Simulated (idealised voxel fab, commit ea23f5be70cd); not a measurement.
process module | voxel capacitor over wiring
cross-section cut | 280 nm wide | cells 5 nm
A cross-section is a grid of square cells, given in bands from the top down. A band is one or more rows of cells.
Each band's line starts with the height of the band's top and of its bottom, in nm. Then come its materials from left to right, each with its width in nm. One material with "throughout" fills the band from edge to edge. "air" is empty space.
Height 0 is the level under which the wafer as received is all one material. The lowest band goes on downwards, as in "0 down".
A width such as "30 to 40" changes by the same amount from each row of cells to the next, from the band's top row to its bottom row.
"no change" after a step means that no cell of the cross-section changed.
closed voids: empty space of 8 cells or more with no open way to the top, each as width x height at its distance from the left edge, in nm
after a step's settings: what the simulator itself notes on the step
overlay nm, on a step with a mask: how far to the right of its planned place the mask lay; to the left if negative
plan
1 op RECEIVE | material Si
2 op CONFORMAL_DEP | material SiO2 | thk nm 15
3 op CONFORMAL_DEP | material SiN | thk nm 5
4 op DIRECTIONAL_DEP | material lowk | thk nm 20
5 op PATTERN | tone open | mask id METAL_1 | material resist | width nm 30 | pitch nm 80 | thk nm 15 | overlay nm 0
6 op DIRECTIONAL_ETCH | etch materials lowk | depth nm 20
7 op DIRECTIONAL_ETCH | etch materials SiN | depth nm 5
8 op STRIP | etch materials resist
9 op CONFORMAL_DEP | material TiN | thk nm 5
10 op FILL_DEP | material W | thk nm 5
11 op CMP | height nm 40
12 op CONFORMAL_DEP | material SiCN | thk nm 5
13 op DIRECTIONAL_DEP | material SiO2 | thk nm 10
14 op DIRECTIONAL_DEP | material aC | thk nm 10
15 op PATTERN | tone open | mask id PLUG_1 | material resist | width nm 15 | thk nm 30 | overlay nm 0
16 op DIRECTIONAL_ETCH | etch materials aC | depth nm 10
17 op STRIP | etch materials resist
18 op DIRECTIONAL_ETCH | etch materials SiO2 | depth nm 10
19 op DIRECTIONAL_ETCH | etch materials SiCN | depth nm 5
20 op STRIP | etch materials aC
21 op CONFORMAL_DEP | material TiN | thk nm 5
22 op FILL_DEP | material Ru | thk nm 5
23 op CMP | height nm 55
24 op DIRECTIONAL_DEP | material TiN | thk nm 10
25 op DIRECTIONAL_DEP | material Al2O3 | thk nm 5
26 op DIRECTIONAL_DEP | material TiN | thk nm 5
27 op MASKED_ETCH | tone cover | mask id UPPER_PLATE | width nm 55 | etch materials TiN | depth nm 5 | overlay nm 0
28 op MASKED_ETCH | tone cover | mask id UPPER_PLATE | width nm 55 | etch materials Al2O3 | depth nm 5 | overlay nm 0
29 op PATTERN | tone cover | mask id LOWER_PLATE | material resist | width nm 65 | thk nm 15 | overlay nm 0
30 op DIRECTIONAL_ETCH | etch materials TiN | depth nm 10
31 op STRIP | etch materials resist
32 op FILL_DEP | material SiO2 | thk nm 15
33 op CMP | height nm 85
34 op PATTERN | tone open | mask id PLUG_2 | material resist | width nm 15 | thk nm 15 | overlay nm 0
35 op DIRECTIONAL_ETCH | etch materials SiO2 | depth nm 10
36 op STRIP | etch materials resist
37 op CONFORMAL_DEP | material TiN | thk nm 5
38 op FILL_DEP | material Cu | thk nm 5
39 op CMP | height nm 85
40 op CONFORMAL_DEP | material SiCN | thk nm 5
first wafer, as planned
as received, after step 1
  0 down: Si throughout
  closed voids: none
after step 2
  15 to 0: SiO2 throughout
  below 0: unchanged
after step 3
  20 to 15: SiN throughout
  below 15: unchanged
after step 4
  40 to 20: lowk throughout
  below 20: unchanged
after step 5
  55 to 40: resist 85 | air 30 | resist 50 | air 30 | resist 85
  below 40: unchanged
after step 6
  55 to 40: resist 85 | air 30 | resist 50 | air 30 | resist 85
  40 to 20: lowk 85 | air 30 | lowk 50 | air 30 | lowk 85
  below 20: unchanged
after step 7
  55 to 40: resist 85 | air 30 | resist 50 | air 30 | resist 85
  40 to 20: lowk 85 | air 30 | lowk 50 | air 30 | lowk 85
  20 to 15: SiN 85 | air 30 | SiN 50 | air 30 | SiN 85
  below 15: unchanged
after step 8
  40 to 20: lowk 85 | air 30 | lowk 50 | air 30 | lowk 85
  below 20: unchanged
after step 9
  45 to 40: TiN 90 | air 20 | TiN 60 | air 20 | TiN 90
  40 to 20: lowk 85 | TiN 5 | air 20 | TiN 5 | lowk 50 | TiN 5 | air 20 | TiN 5 | lowk 85
  20 to 15: SiN 85 | TiN 30 | SiN 50 | TiN 30 | SiN 85
  below 15: unchanged
after step 10
  50 to 45: W throughout
  45 to 40: TiN 90 | W 20 | TiN 60 | W 20 | TiN 90
  40 to 20: lowk 85 | TiN 5 | W 20 | TiN 5 | lowk 50 | TiN 5 | W 20 | TiN 5 | lowk 85
  below 20: unchanged
after step 11
  40 to 20: lowk 85 | TiN 5 | W 20 | TiN 5 | lowk 50 | TiN 5 | W 20 | TiN 5 | lowk 85
  below 20: unchanged
after step 12
  45 to 40: SiCN throughout
  below 40: unchanged
after step 13
  55 to 45: SiO2 throughout
  below 45: unchanged
after step 14
  65 to 55: aC throughout
  below 55: unchanged
after step 15
  95 to 65: resist 100 | air 15 | resist 165
  below 65: unchanged
after step 16
  85 to 65: resist 100 | air 15 | resist 165
  65 to 55: aC 100 | air 15 | aC 165
  below 55: unchanged
after step 17
  65 to 55: aC 100 | air 15 | aC 165
  below 55: unchanged
after step 18
  65 to 55: aC 100 | air 15 | aC 165
  55 to 45: SiO2 100 | air 15 | SiO2 165
  below 45: unchanged
after step 19
  65 to 55: aC 100 | air 15 | aC 165
  55 to 45: SiO2 100 | air 15 | SiO2 165
  45 to 40: SiCN 100 | air 15 | SiCN 165
  below 40: unchanged
after step 20
  55 to 45: SiO2 100 | air 15 | SiO2 165
  below 45: unchanged
after step 21
  60 to 55: TiN 105 | air 5 | TiN 170
  55 to 45: SiO2 100 | TiN 5 | air 5 | TiN 5 | SiO2 165
  45 to 40: SiCN 100 | TiN 15 | SiCN 165
  below 40: unchanged
after step 22
  65 to 60: Ru throughout
  60 to 55: TiN 105 | Ru 5 | TiN 170
  55 to 45: SiO2 100 | TiN 5 | Ru 5 | TiN 5 | SiO2 165
  below 45: unchanged
after step 23
  55 to 45: SiO2 100 | TiN 5 | Ru 5 | TiN 5 | SiO2 165
  below 45: unchanged
after step 24
  65 to 55: TiN throughout
  below 55: unchanged
after step 25
  70 to 65: Al2O3 throughout
  below 65: unchanged
after step 26
  75 to 70: TiN throughout
  below 70: unchanged
after step 27
  75 to 70: air 100 | TiN 55 | air 125
  below 70: unchanged
after step 28
  75 to 70: air 100 | TiN 55 | air 125
  70 to 65: air 100 | Al2O3 55 | air 125
  below 65: unchanged
after step 29
  90 to 75: air 95 | resist 65 | air 120
  75 to 70: air 95 | resist 5 | TiN 55 | resist 5 | air 120
  70 to 65: air 95 | resist 5 | Al2O3 55 | resist 5 | air 120
  below 65: unchanged
after step 30
  90 to 75: air 95 | resist 65 | air 120
  75 to 70: air 95 | resist 5 | TiN 55 | resist 5 | air 120
  70 to 65: air 95 | resist 5 | Al2O3 55 | resist 5 | air 120
  65 to 55: air 95 | TiN 65 | air 120
  below 55: unchanged
after step 31
  75 to 70: air 100 | TiN 55 | air 125
  70 to 65: air 100 | Al2O3 55 | air 125
  below 65: unchanged
after step 32
  90 to 75: SiO2 throughout
  75 to 70: SiO2 100 | TiN 55 | SiO2 125
  70 to 65: SiO2 100 | Al2O3 55 | SiO2 125
  65 to 55: SiO2 95 | TiN 65 | SiO2 120
  below 55: unchanged
after step 33
  85 to 75: SiO2 throughout
  below 75: unchanged
after step 34
  100 to 85: resist 110 | air 15 | resist 155
  below 85: unchanged
after step 35
  100 to 85: resist 110 | air 15 | resist 155
  85 to 75: SiO2 110 | air 15 | SiO2 155
  below 75: unchanged
after step 36
  85 to 75: SiO2 110 | air 15 | SiO2 155
  below 75: unchanged
after step 37
  90 to 85: TiN 115 | air 5 | TiN 160
  85 to 80: SiO2 110 | TiN 5 | air 5 | TiN 5 | SiO2 155
  80 to 70: SiO2 110 to 100 | TiN 15 to 55 | SiO2 155 to 125
  below 70: unchanged
after step 38
  95 to 90: Cu throughout
  90 to 85: TiN 115 | Cu 5 | TiN 160
  85 to 80: SiO2 110 | TiN 5 | Cu 5 | TiN 5 | SiO2 155
  below 80: unchanged
after step 39
  85 to 80: SiO2 110 | TiN 5 | Cu 5 | TiN 5 | SiO2 155
  below 80: unchanged
after step 40
  90 to 85: SiCN throughout
  below 85: unchanged
second wafer: like start, like plan, one mistake. Through step 24 it matches the first wafer
when step 25 should have ended: no change
when step 26 should have ended
  70 to 55: TiN throughout
  below 55: unchanged
when step 27 should have ended
  70 to 65: air 100 | TiN 55 | air 125
  below 65: unchanged
when step 28 should have ended: no change
when step 29 should have ended
  85 to 70: air 95 | resist 65 | air 120
  70 to 65: air 95 | resist 5 | TiN 55 | resist 5 | air 120
  below 65: unchanged
when step 30 should have ended
  85 to 70: air 95 | resist 65 | air 120
  70 to 65: air 95 | resist 5 | TiN 55 | resist 5 | air 120
  65 to 55: air 95 | TiN 65 | air 120
  below 55: unchanged
when step 31 should have ended
  70 to 65: air 100 | TiN 55 | air 125
  below 65: unchanged
when step 32 should have ended
  85 to 70: SiO2 throughout
  70 to 65: SiO2 100 | TiN 55 | SiO2 125
  65 to 55: SiO2 95 | TiN 65 | SiO2 120
  below 55: unchanged
when step 33 should have ended: no change
when step 34 should have ended
  100 to 85: resist 110 | air 15 | resist 155
  below 85: unchanged
when step 35 should have ended
  100 to 85: resist 110 | air 15 | resist 155
  85 to 75: SiO2 110 | air 15 | SiO2 155
  below 75: unchanged
when step 36 should have ended
  85 to 75: SiO2 110 | air 15 | SiO2 155
  below 75: unchanged
when step 37 should have ended
  90 to 85: TiN 115 | air 5 | TiN 160
  85 to 80: SiO2 110 | TiN 5 | air 5 | TiN 5 | SiO2 155
  80 to 75: SiO2 110 | TiN 15 | SiO2 155
  below 75: unchanged
when step 38 should have ended
  95 to 90: Cu throughout
  90 to 85: TiN 115 | Cu 5 | TiN 160
  85 to 80: SiO2 110 | TiN 5 | Cu 5 | TiN 5 | SiO2 155
  below 80: unchanged
when step 39 should have ended
  85 to 80: SiO2 110 | TiN 5 | Cu 5 | TiN 5 | SiO2 155
  below 80: unchanged
when step 40 should have ended
  90 to 85: SiCN throughout
  below 85: unchanged
what went wrong: step 25 was left out
at the end the second wafer has, in cells: 11 fewer of Al2O3 | 11 more of SiO2
